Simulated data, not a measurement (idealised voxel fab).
process module | voxel double patterning
cross-section cut | 290 nm wide | cells 5 nm
A cross-section is a grid of square cells, given in bands from the top down. A band is one or more rows of cells.
Each band's line starts with the height of the band's top and of its bottom, in nm. Then come its materials from left to right, each with its width in nm. One material with "throughout" fills the band from edge to edge. "air" is empty space.
Height 0 is the level under which the wafer as received is all one material. The lowest band goes on downwards, as in "0 down".
A width such as "30 to 40" changes by the same amount from each row of cells to the next, from the band's top row to its bottom row.
"no change" after a step means that no cell of the cross-section changed.
closed voids: empty space of 8 cells or more with no open way to the top, each as width x height at its distance from the left edge, in nm
after a step's settings: what the simulator itself notes on the step
overlay nm, on a step with a mask: how far to the right of its planned place the mask lay; to the left if negative
plan
1 op RECEIVE | material Si
2 op CONFORMAL_DEP | material SiO2 | thk nm 10
3 op DIRECTIONAL_DEP | material TiN | thk nm 10
4 op DIRECTIONAL_DEP | material SiN | thk nm 10
5 op DIRECTIONAL_DEP | material aC | thk nm 15
6 op PATTERN | tone open | mask id FIRST | material resist | width nm 15 | pitch nm 50 | thk nm 30 | overlay nm 0
7 op DIRECTIONAL_ETCH | etch materials aC | depth nm 15
8 op STRIP | etch materials resist
9 op DIRECTIONAL_ETCH | etch materials SiN | depth nm 10
10 op STRIP | etch materials aC
11 op PATTERN | tone open | mask id SECOND | material resist | width nm 15 | thk nm 20 | overlay nm 0
12 op DIRECTIONAL_ETCH | etch materials SiN | depth nm 10
13 op STRIP | etch materials resist
14 op DIRECTIONAL_ETCH | etch materials TiN | depth nm 10
15 op STRIP | etch materials SiN
first wafer, as planned
as received, after step 1
  0 down: Si throughout
  closed voids: none
after step 2
  10 to 0: SiO2 throughout
  below 0: unchanged
after step 3
  20 to 10: TiN throughout
  below 10: unchanged
after step 4
  30 to 20: SiN throughout
  below 20: unchanged
after step 5
  45 to 30: aC throughout
  below 30: unchanged
after step 6
  75 to 45: resist 110 | air 15 | resist 35 | air 15 | resist 115
  below 45: unchanged
after step 7
  60 to 45: resist 110 | air 15 | resist 35 | air 15 | resist 115
  45 to 30: aC 110 | air 15 | aC 35 | air 15 | aC 115
  below 30: unchanged
after step 8
  45 to 30: aC 110 | air 15 | aC 35 | air 15 | aC 115
  below 30: unchanged
after step 9
  45 to 30: aC 110 | air 15 | aC 35 | air 15 | aC 115
  30 to 20: SiN 110 | air 15 | SiN 35 | air 15 | SiN 115
  below 20: unchanged
after step 10
  30 to 20: SiN 110 | air 15 | SiN 35 | air 15 | SiN 115
  below 20: unchanged
after step 11
  50 to 30: resist 135 | air 15 | resist 140
  30 to 20: SiN 110 | resist 15 | SiN 35 | resist 15 | SiN 115
  below 20: unchanged
after step 12
  50 to 30: resist 135 | air 15 | resist 140
  30 to 20: SiN 110 | resist 15 | SiN 10 | air 15 | SiN 10 | resist 15 | SiN 115
  below 20: unchanged
after step 13
  30 to 20: SiN 110 | air 15 | SiN 10 | air 15 | SiN 10 | air 15 | SiN 115
  below 20: unchanged
after step 14
  30 to 20: SiN 110 | air 15 | SiN 10 | air 15 | SiN 10 | air 15 | SiN 115
  20 to 10: TiN 110 | air 15 | TiN 10 | air 15 | TiN 10 | air 15 | TiN 115
  below 10: unchanged
after step 15
  20 to 10: TiN 110 | air 15 | TiN 10 | air 15 | TiN 10 | air 15 | TiN 115
  below 10: unchanged
second wafer: like start, like plan, one mistake. Through step 1 it matches the first wafer
when step 2 should have ended: no change
when step 3 should have ended
  10 to 0: TiN throughout
  below 0: unchanged
when step 4 should have ended
  20 to 10: SiN throughout
  below 10: unchanged
when step 5 should have ended
  35 to 20: aC throughout
  below 20: unchanged
when step 6 should have ended
  65 to 35: resist 110 | air 15 | resist 35 | air 15 | resist 115
  below 35: unchanged
when step 7 should have ended
  50 to 35: resist 110 | air 15 | resist 35 | air 15 | resist 115
  35 to 20: aC 110 | air 15 | aC 35 | air 15 | aC 115
  below 20: unchanged
when step 8 should have ended
  35 to 20: aC 110 | air 15 | aC 35 | air 15 | aC 115
  below 20: unchanged
when step 9 should have ended
  35 to 20: aC 110 | air 15 | aC 35 | air 15 | aC 115
  20 to 10: SiN 110 | air 15 | SiN 35 | air 15 | SiN 115
  below 10: unchanged
when step 10 should have ended
  20 to 10: SiN 110 | air 15 | SiN 35 | air 15 | SiN 115
  below 10: unchanged
when step 11 should have ended
  40 to 20: resist 135 | air 15 | resist 140
  20 to 10: SiN 110 | resist 15 | SiN 35 | resist 15 | SiN 115
  below 10: unchanged
when step 12 should have ended
  40 to 20: resist 135 | air 15 | resist 140
  20 to 10: SiN 110 | resist 15 | SiN 10 | air 15 | SiN 10 | resist 15 | SiN 115
  below 10: unchanged
when step 13 should have ended
  20 to 10: SiN 110 | air 15 | SiN 10 | air 15 | SiN 10 | air 15 | SiN 115
  below 10: unchanged
when step 14 should have ended
  20 to 10: SiN 110 | air 15 | SiN 10 | air 15 | SiN 10 | air 15 | SiN 115
  10 to 0: TiN 110 | air 15 | TiN 10 | air 15 | TiN 10 | air 15 | TiN 115
  below 0: unchanged
when step 15 should have ended
  10 to 0: TiN 110 | air 15 | TiN 10 | air 15 | TiN 10 | air 15 | TiN 115
  below 0: unchanged
what went wrong: step 2 was left out
at the end the second wafer has, in cells: 116 fewer of SiO2
